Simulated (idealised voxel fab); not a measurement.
Presented below is a process module, voxel capacitor over wiring.
cross-section cut | 165 nm wide | cells 5 nm
Reading order for cross-sections: top band down to bottom band. Underlying form: a grid of square cells. Band size: one or more rows of cells. In this notation a band is specified by the heights of its top and bottom, in that order and in nm, after which its materials appear from left to right, each paired with its width in nm. The word "everywhere" attached to a single material means that material fills the band from edge to edge; the word "air" stands for empty space. The level at which height equals 0 is the one under which the wafer, as it arrives, is entirely one material. No lower edge exists for the bottom band, which continues downward and is notated as in "top 0, no bottom". Think of "30..40" as a width that walks from the first number to the second as you go down the band, top row to bottom row, taking equal-sized steps from row to row. Key: "no modifications" - step with no changed cell in the cross-section. "Cavities, sealed": empty spaces of 8 cells or more with no open way to the top, each given as width x height at distance, distance from the left edge, all in nm. Post-settings text on a step line: simulator's own remark regarding the step. A step's line can hold "overlay nm"; with a mask on that step, the setting says how far right of the planned place the mask lay, while a negative setting says it lay to the left.

-- Process steps foreseen in the plan
1. RECEIVE with material Si
2. CONFORMAL_DEP with material SiO2, thk nm 10
3. DIRECTIONAL_DEP with material TiN, thk nm 5
4. DIRECTIONAL_DEP with material W, thk nm 15
5. PATTERN with tone cover, mask id METAL_1, material resist, width nm 30, pitch nm 85, thk nm 15, overlay nm 0
6. DIRECTIONAL_ETCH with etch materials W, depth nm 15
7. DIRECTIONAL_ETCH with etch materials TiN, depth nm 5
8. STRIP with etch materials resist
9. FILL_DEP with material SiO2, thk nm 5
10. CMP with height nm 30
11. CONFORMAL_DEP with material SiCN, thk nm 5
12. DIRECTIONAL_DEP with material SiO2, thk nm 10
13. MASKED_ETCH with tone open, mask id PLUG_1, width nm 15, etch materials SiO2, depth nm 10, overlay nm 0
14. MASKED_ETCH with tone open, mask id PLUG_1, width nm 15, etch materials SiCN, depth nm 5, overlay nm 0
15. EPI with material Ru, thk nm 10
16. EPI with material Ru, thk nm 5
17. DIRECTIONAL_DEP with material TiN, thk nm 5
18. DIRECTIONAL_DEP with material SiN, thk nm 5
19. DIRECTIONAL_DEP with material TiN, thk nm 5
20. MASKED_ETCH with tone cover, mask id UPPER_PLATE, width nm 60, etch materials TiN, depth nm 5, overlay nm 0
21. MASKED_ETCH with tone cover, mask id UPPER_PLATE, width nm 60, etch materials SiN, depth nm 5, overlay nm 0
22. MASKED_ETCH with tone cover, mask id LOWER_PLATE, width nm 70, etch materials TiN, depth nm 5, overlay nm 0
23. FILL_DEP with material SiO2, thk nm 20
24. CMP with height nm 75
25. PATTERN with tone open, mask id PLUG_2, material resist, width nm 15, thk nm 20, overlay nm 0
26. DIRECTIONAL_ETCH with etch materials SiO2, depth nm 15
27. STRIP with etch materials resist
28. CONFORMAL_DEP with material TiN, thk nm 5
29. FILL_DEP with material W, thk nm 5
30. CMP with height nm 75
31. CONFORMAL_DEP with material SiN, thk nm 5

-- Cross-section of the wafer upon arrival, representing the state reached after step 1
top 0, no bottom: Si everywhere
Cavities, sealed: none

-- Cross-section at module end, one run error; start and plan unchanged from above
top 80, bottom 75: SiN everywhere
top 75, bottom 65: 50 of SiO2, 5 of TiN, 5 of W, 5 of TiN, 100 of SiO2
top 65, bottom 55: 50..55 of SiO2, 15..45 of TiN, 100..65 of SiO2
top 55, bottom 50: 40 of SiO2, 15 of TiN, 45 of SiN, 65 of SiO2
top 50, bottom 45: 35 of SiO2, 5 of TiN, 15 of SiN, 50 of TiN, 60 of SiO2
top 45, bottom 40: 40 of SiCN, 15 of TiN, 110 of SiCN
top 40, bottom 30: SiO2 everywhere
top 30, bottom 15: 25 of SiO2, 30 of W, 55 of SiO2, 30 of W, 25 of SiO2
top 15, bottom 10: 25 of SiO2, 30 of TiN, 55 of SiO2, 30 of TiN, 25 of SiO2
top 10, bottom 0: SiO2 everywhere
top 0, no bottom: Si everywhere
Cavities, sealed: none
Processing error: ran 11 and 12 in swapped order versus the plan
